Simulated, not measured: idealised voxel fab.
Proc. module: voxel released beams
Each square cell in cross-section cut measures 5 nm, and the section as a whole is 255 nm wide.
In what follows, cross-sections appear as grids of square cells, described through bands that run from the top down, where every band is one or more rows of cells. Band: top and bottom heights (nm) first, top before bottom; then materials from left to right, widths in nm. "all across" marks a sole material filling the band edge to edge. "empty" denotes empty space. Heights from 0 (as-received wafer is one material below). Bottom band endless downward, as "0 nm and below". Quick explanation for "30 to 40": the width changes in equal steps down the rows of cells, from the first number in the band's top row to the second number in its bottom row. Take "same as before" at face value: in the step it is given for, the cross-section changed in none of its cells. "Trapped cavities" specifies each empty space that is not open to the top and that occupies no fewer than 8 cells, using the form width x height at distance, the distance measured from the left edge and all three quantities in nm. If you see something after the settings on a step's line, that's the simulator's own remark about that step. overlay nm: mask offset rightward from planned place, masked step; negative means leftward offset.

**Listed below are the process steps as planned**
1 RECEIVE, material Si
2 CONFORMAL_DEP, material Al2O3, thk nm 5
3 DIRECTIONAL_DEP, material SiO2, thk nm 5
4 MASKED_ETCH, tone open, mask id ANCHOR, width nm 40, etch materials SiO2, depth nm 15, overlay nm 0
5 CONFORMAL_DEP, material polySi, thk nm 15
6 MASKED_ETCH, tone cover, mask id BEAM, width nm 125, etch materials polySi, depth nm 15, overlay nm 0
7 STRIP, etch materials SiO2
Wafer-to-wafer difference: thk nm, step 3. Common start. Plan = first wafer's value.

**So this is the first of several wafers, cross-sectioned as it came to us, meaning it's at the end of step 1**
  0 nm and below: Si all across
  Trapped cavities: none

**Shown in cross-section: the first of several wafers at the end of the module, after its last step, step 7**
  25 nm to 20 nm: empty: 60 / polySi: 20 / empty: 10 / polySi: 95 / empty: 70
  20 nm to 10 nm: empty: 60 / polySi: 125 / empty: 70
  10 nm to 5 nm: empty: 65 / polySi: 40 / empty: 150
  5 nm to 0 nm: Al2O3 all across
  0 nm and below: Si all across
  Trapped cavities: none

**End of module, last wafer sectioned**
  5 nm to 0 nm: Al2O3 all across
  0 nm and below: Si all across
  Trapped cavities: none

**Take any row and you have a wafer at the end of the module: how many cells of each material it has gained (+) or lost (-) since it was received, and then its closed voids**
thk nm 5, +51 Al2O3, +81 polySi, Trapped cavities: none
thk nm 10, +51 Al2O3, +87 polySi, Trapped cavities: none
thk nm 15, +51 Al2O3, +93 polySi, Trapped cavities: none
thk nm 20, +51 Al2O3, Trapped cavities: none
thk nm 25, +51 Al2O3, Trapped cavities: none
thk nm 30, +51 Al2O3, Trapped cavities: none
